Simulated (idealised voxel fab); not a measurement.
A process module follows: voxel quadruple lines.
The cross-section on display is named cut; it measures 270 nm wide, and its cells are 5 nm squares.
Square cells in a grid make up a cross-section in this document, and the grid is given as bands, listed from the top down, each one or more rows of cells. In this notation a band is specified by the heights of its top and bottom, in that order and in nm, after which its materials appear from left to right, each paired with its width in nm. The word "all across" attached to a single material means that material fills the band from edge to edge; the word "empty" stands for empty space. Basically, 0 is our baseline, since under it the wafer straight out of the box is all one material. The bottom band has no lower end and keeps on going down, so it looks like "0 nm and below". Read "30->40" as a graded width: first number on top, second number at the bottom, same change between each pair of neighbouring rows. What does "no change occurred" mean for a step? It means no cell of the cross-section changed in that step. Any empty space of 8 cells or more lacking an open way to the top shows up in "Closed void table" as width x height at distance, distance from the left edge, in nm. The remark found on a step's line after its settings is issued by the simulator itself and pertains to that step. You can add "overlay nm" to a step's line. For a step with a mask, it describes how far the mask lay to the right of its planned position, and a negative number describes a lay to the left.
# The steps planned for the process are as follows
- 1: RECEIVE with material Si
- 2: CONFORMAL_DEP with material SiO2, thk nm 10
- 3: DIRECTIONAL_DEP with material TiN, thk nm 10
- 4: DIRECTIONAL_DEP with material polySi, thk nm 15
- 5: DIRECTIONAL_DEP with material aC, thk nm 20
- 6: PATTERN with tone cover, mask id MANDREL, material resist, width nm 35, thk nm 30, overlay nm 0
- 7: DIRECTIONAL_ETCH with etch materials aC, depth nm 20
- 8: STRIP with etch materials resist
- 9: CONFORMAL_DEP with material SiO2, thk nm 15
- 10: DIRECTIONAL_ETCH with etch materials SiO2, depth nm 15
- 11: STRIP with etch materials aC
- 12: DIRECTIONAL_ETCH with etch materials polySi, depth nm 15
- 13: STRIP with etch materials SiO2
- 14: CONFORMAL_DEP with material SiN, thk nm 10
- 15: DIRECTIONAL_ETCH with etch materials SiN, depth nm 10
- 16: STRIP with etch materials polySi
- 17: DIRECTIONAL_ETCH with etch materials TiN, depth nm 10
- 18: STRIP with etch materials SiN
- 19: FILL_DEP with material SiO2, thk nm 5
- 20: CMP with height nm 20
# first wafer, as planned
# Incoming wafer, cross-sectional view, post step 1
* 0 nm and below | Si all across
* Closed void table: none
# After step 2, in cross-section
* 10 nm to 0 nm | SiO2 all across
* Beneath the level 0, the cross-section is identical to its previous state.
# After step 3, in cross-section
* 20 nm to 10 nm | TiN all across
* Beneath the level 10, the cross-section is identical to its previous state.
# After step 4, in cross-section
* 35 nm to 20 nm | polySi all across
* Beneath the level 20, the cross-section is identical to its previous state.
# After step 5, in cross-section
* 55 nm to 35 nm | aC all across
* Beneath the level 35, the cross-section is identical to its previous state.
# After step 6, in cross-section
* 85 nm to 55 nm | empty 115 nm, then resist 35 nm, then empty 120 nm
* Beneath the level 55, the cross-section is identical to its previous state.
# After step 7, in cross-section
* 65 nm to 55 nm | empty 115 nm, then resist 35 nm, then empty 120 nm
* 55 nm to 35 nm | empty 115 nm, then aC 35 nm, then empty 120 nm
* Beneath the level 35, the cross-section is identical to its previous state.
# After step 8, in cross-section
* 55 nm to 35 nm | empty 115 nm, then aC 35 nm, then empty 120 nm
* Beneath the level 35, the cross-section is identical to its previous state.
# After step 9, in cross-section
* 70 nm to 55 nm | empty 100 nm, then SiO2 65 nm, then empty 105 nm
* 55 nm to 50 nm | empty 100 nm, then SiO2 15 nm, then aC 35 nm, then SiO2 15 nm, then empty 105 nm
* 50 nm to 35 nm | SiO2 115 nm, then aC 35 nm, then SiO2 120 nm
* Beneath the level 35, the cross-section is identical to its previous state.
# After step 10, in cross-section
* 55 nm to 35 nm | empty 100 nm, then SiO2 15 nm, then aC 35 nm, then SiO2 15 nm, then empty 105 nm
* Beneath the level 35, the cross-section is identical to its previous state.
# After step 11, in cross-section
* 55 nm to 35 nm | empty 100 nm, then SiO2 15 nm, then empty 35 nm, then SiO2 15 nm, then empty 105 nm
* Beneath the level 35, the cross-section is identical to its previous state.
# After step 12, in cross-section
* 55 nm to 35 nm | empty 100 nm, then SiO2 15 nm, then empty 35 nm, then SiO2 15 nm, then empty 105 nm
* 35 nm to 20 nm | empty 100 nm, then polySi 15 nm, then empty 35 nm, then polySi 15 nm, then empty 105 nm
* Beneath the level 20, the cross-section is identical to its previous state.
# After step 13, in cross-section
* 35 nm to 20 nm | empty 100 nm, then polySi 15 nm, then empty 35 nm, then polySi 15 nm, then empty 105 nm
* Beneath the level 20, the cross-section is identical to its previous state.
# After step 14, in cross-section
* 45 nm to 35 nm | empty 90 nm, then SiN 35 nm, then empty 15 nm, then SiN 35 nm, then empty 95 nm
* 35 nm to 30 nm | empty 90 nm, then SiN 10 nm, then polySi 15 nm, then SiN 10 nm, then empty 15 nm, then SiN 10 nm, then polySi 15 nm, then SiN 10 nm, then empty 95 nm
* 30 nm to 20 nm | SiN 100 nm, then polySi 15 nm, then SiN 35 nm, then polySi 15 nm, then SiN 105 nm
* Beneath the level 20, the cross-section is identical to its previous state.
# After step 15, in cross-section
* 35 nm to 20 nm | empty 90 nm, then SiN 10 nm, then polySi 15 nm, then SiN 10 nm, then empty 15 nm, then SiN 10 nm, then polySi 15 nm, then SiN 10 nm, then empty 95 nm
* Beneath the level 20, the cross-section is identical to its previous state.
# After step 16, in cross-section
* 35 nm to 20 nm | empty 90 nm, then SiN 10 nm, then empty 15 nm, then SiN 10 nm, then empty 15 nm, then SiN 10 nm, then empty 15 nm, then SiN 10 nm, then empty 95 nm
* Beneath the level 20, the cross-section is identical to its previous state.
# After step 17, in cross-section
* 35 nm to 20 nm | empty 90 nm, then SiN 10 nm, then empty 15 nm, then SiN 10 nm, then empty 15 nm, then SiN 10 nm, then empty 15 nm, then SiN 10 nm, then empty 95 nm
* 20 nm to 10 nm | empty 90 nm, then TiN 10 nm, then empty 15 nm, then TiN 10 nm, then empty 15 nm, then TiN 10 nm, then empty 15 nm, then TiN 10 nm, then empty 95 nm
* Beneath the level 10, the cross-section is identical to its previous state.
# After step 18, in cross-section
* 20 nm to 10 nm | empty 90 nm, then TiN 10 nm, then empty 15 nm, then TiN 10 nm, then empty 15 nm, then TiN 10 nm, then empty 15 nm, then TiN 10 nm, then empty 95 nm
* Beneath the level 10, the cross-section is identical to its previous state.
# After step 19, in cross-section
* 25 nm to 20 nm | SiO2 all across
* 20 nm to 10 nm | SiO2 90 nm, then TiN 10 nm, then SiO2 15 nm, then TiN 10 nm, then SiO2 15 nm, then TiN 10 nm, then SiO2 15 nm, then TiN 10 nm, then SiO2 95 nm
* Beneath the level 10, the cross-section is identical to its previous state.
# After step 20, in cross-section
* 20 nm to 10 nm | SiO2 90 nm, then TiN 10 nm, then SiO2 15 nm, then TiN 10 nm, then SiO2 15 nm, then TiN 10 nm, then SiO2 15 nm, then TiN 10 nm, then SiO2 95 nm
* Beneath the level 10, the cross-section is identical to its previous state.
# second wafer: like start, like plan, one mistake. Through step 17 it matches the first wafer
Second wafer cross-section, taken as of the time the plan sets for step 18 to be done: no change occurred
# Second wafer cross-section, taken as of the time the plan sets for step 19 to be done
* 40 nm to 35 nm | SiO2 all across
* 35 nm to 20 nm | SiO2 90 nm, then SiN 10 nm, then SiO2 15 nm, then SiN 10 nm, then SiO2 15 nm, then SiN 10 nm, then SiO2 15 nm, then SiN 10 nm, then SiO2 95 nm
* 20 nm to 10 nm | SiO2 90 nm, then TiN 10 nm, then SiO2 15 nm, then TiN 10 nm, then SiO2 15 nm, then TiN 10 nm, then SiO2 15 nm, then TiN 10 nm, then SiO2 95 nm
* Beneath the level 10, the cross-section is identical to its previous state.
# Second wafer cross-section, taken as of the time the plan sets for step 20 to be done
* 20 nm to 10 nm | SiO2 90 nm, then TiN 10 nm, then SiO2 15 nm, then TiN 10 nm, then SiO2 15 nm, then TiN 10 nm, then SiO2 15 nm, then TiN 10 nm, then SiO2 95 nm
* Beneath the level 10, the cross-section is identical to its previous state.
Deviation from plan: step 18 of the plan did not run at all; it was left out
Since the two wafers finish with cross-sections that are the same, nothing this model computes is changed by the mistake.
